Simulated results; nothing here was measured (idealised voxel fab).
Documented hereafter: the process module known as voxel local oxidation.
Square cells of 5 nm make up the cross-section cut, whose width is 205 nm.
Reading order for cross-sections: top band down to bottom band. Underlying form: a grid of square cells. Band size: one or more rows of cells. For a band, the entry starts with two heights in nm, that of the top and then that of the bottom, and carries on with the band's materials in order from left to right, each alongside its width in nm; the word "full width" beside a single material means it fills the band edge to edge, and "blank" means empty space. Beneath 0, the wafer as received is one material, and that level is where height counting begins. The lowest band goes on downward without a bottom; it is written like "from 0 down". When a width is written as two numbers, as in "30->40", the first number is the width in the top row of cells of the band and the second is the width in its bottom row, and the width changes by the same amount from each row to the next. No cell of the cross-section changed in a step that is given as "no modification". What "Voids, fully enclosed" gives you is every empty space of 8 cells or more that is cut off from the top. Each appears as width x height at distance, with the distance taken from the left edge and width, height and distance all in nm. Read whatever lies past the settings on a step's line as the simulator's own remark about the step. You can add "overlay nm" to a step's line. For a step with a mask, it describes how far the mask lay to the right of its planned position, and a negative number describes a lay to the left.

List of planned process steps
1. RECEIVE (material Si)
2. OXIDIZE (depth nm 5)
3. CONFORMAL_DEP (material SiN; thk nm 10)
4. MASKED_ETCH (tone cover; mask id ACTIVE; width nm 105; etch materials SiN; depth nm 10; overlay nm 0)
5. SELECTIVE_ETCH (etch materials SiO2; depth nm 5)
6. OXIDIZE (depth nm 10)
7. STRIP (etch materials SiN)

First wafer, two in total, run as planned

Incoming wafer in cross-section (state: after step 1)
- from 0 down | Si full width
- Voids, fully enclosed: none

After step 2, in cross-section
- from 0 to -5 | SiO2 full width
- Beneath the level -5, the cross-section is identical to its previous state.

After step 3, in cross-section
- from 10 to 0 | SiN full width
- Beneath the level 0, the cross-section is identical to its previous state.

After step 4, in cross-section
- from 10 to 0 | 50 nm blank; 105 nm SiN; 50 nm blank
- Beneath the level 0, the cross-section is identical to its previous state.

After step 5, in cross-section
- from 10 to 0 | 50 nm blank; 105 nm SiN; 50 nm blank
- from 0 to -5 | 55 nm blank; 95 nm SiO2; 55 nm blank
- Beneath the level -5, the cross-section is identical to its previous state.

After step 6, in cross-section
- from 10 to 0 | 50 nm blank; 105 nm SiN; 50 nm blank
- from 0 to -5 | 55 nm blank; 95 nm SiO2; 55 nm blank
- from -5 to -15 | 65 nm SiO2; 75 nm Si; 65 nm SiO2
- Beneath the level -15, the cross-section is identical to its previous state.

After step 7, in cross-section
- from 0 to -5 | 55 nm blank; 95 nm SiO2; 55 nm blank
- Beneath the level -5, the cross-section is identical to its previous state.

Regarding the second of the two wafers: it shared the first wafer's starting condition and process plan, yet one error occurred during its execution. Its history coincides with that of the first wafer up to and including step 5

Here is the second wafer in cross-section at the point where step 6 of the plan should have been done
- from 0 to -5 | 55 nm blank; 95 nm SiO2; 55 nm blank
- Beneath the level -5, the cross-section is identical to its previous state.

Here is the second wafer in cross-section at the point where step 7 of the plan should have been done
- from 0 to -5 | 55 nm blank; 95 nm SiO2; 55 nm blank
- from -5 to -15 | 65 nm SiO2; 75 nm Si; 65 nm SiO2
- Beneath the level -15, the cross-section is identical to its previous state.
Short version of what went wrong: the intended sequence of steps 6 and 7 was reversed during processing, with each occupying the position of the other
The mistake has no effect on what this model computes, because the two wafers end with the same cross-section.
